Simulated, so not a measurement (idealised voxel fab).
process module | voxel lift off
FYI the section here is cut, 230 nm wide, cells are 5 nm squares.
Each cross-section below is a grid of square cells, stated as bands in top-down order, with one or more rows of cells making up each band. What a band's entry tells you: where the top is and where the bottom is, as heights in nm, and after that what lies inside, material by material from left to right, each with its width in nm. Empty space is written as the word "blank", and a single material marked with the word "edge to edge" occupies the band from edge to edge. It should be noted that heights are counted from 0, beneath which the wafer as supplied is of one material throughout, and that the lowest band possesses no lower boundary but continues downward, as written in "z 0 and below". A width given as "30 to 40" starts at the first number in the band's top row and ends at the second number in its bottom row, shifting by an equal amount at every step from row to row. "everything unchanged" for a step: no cell of the cross-section changed in that step. Enclosed voids (no open way to top), threshold 8 cells or more, entry "Completely sealed voids", notation width x height at distance, distance from left edge, nm. On a step's line, text after the settings is the simulator commenting on that step. You can add "overlay nm" to a step's line. For a step with a mask, it describes how far the mask lay to the right of its planned position, and a negative number describes a lay to the left.

[Steps in the process plan]
step 1: RECEIVE (material Si)
step 2: CONFORMAL_DEP (material SiN; thk nm 15)
step 3: PATTERN (tone open; mask id LINES; material resist; width nm 25; pitch nm 55; thk nm 15; overlay nm 0)
step 4: DIRECTIONAL_DEP (material Ru; thk nm 5)
step 5: STRIP (etch materials resist)
step 6: CONFORMAL_DEP (material SiO2; thk nm 10)

[Cross-section: wafer on arrival = after step 1]
- z 0 and below = Si edge to edge
- Completely sealed voids: none

[The first of the two wafers as seen in cross-section once the module was finished; processing followed the plan]
- z 30 to 25 = blank: 35 | SiO2: 45 | blank: 10 | SiO2: 45 | blank: 10 | SiO2: 45 | blank: 40
- z 25 to 20 = SiO2 edge to edge
- z 20 to 15 = SiO2: 45 | Ru: 25 | SiO2: 30 | Ru: 25 | SiO2: 30 | Ru: 25 | SiO2: 50
- z 15 to 0 = SiN edge to edge
- z 0 and below = Si edge to edge
- Completely sealed voids: none

[End-of-module cross-section of the second wafer: identical starting point and process plan to the first, with one processing mistake]
- z 15 to 10 = blank: 35 | SiO2: 45 | blank: 10 | SiO2: 45 | blank: 10 | SiO2: 45 | blank: 40
- z 10 to 5 = SiO2 edge to edge
- z 5 to 0 = SiO2: 45 | Ru: 25 | SiO2: 30 | Ru: 25 | SiO2: 30 | Ru: 25 | SiO2: 50
- z 0 and below = Si edge to edge
- Completely sealed voids: none
Processing error: with respect to the plan, step 2 was omitted and not executed
The second wafer ends with more or fewer cells of some materials than the first, per final count: SiN: 138 fewer
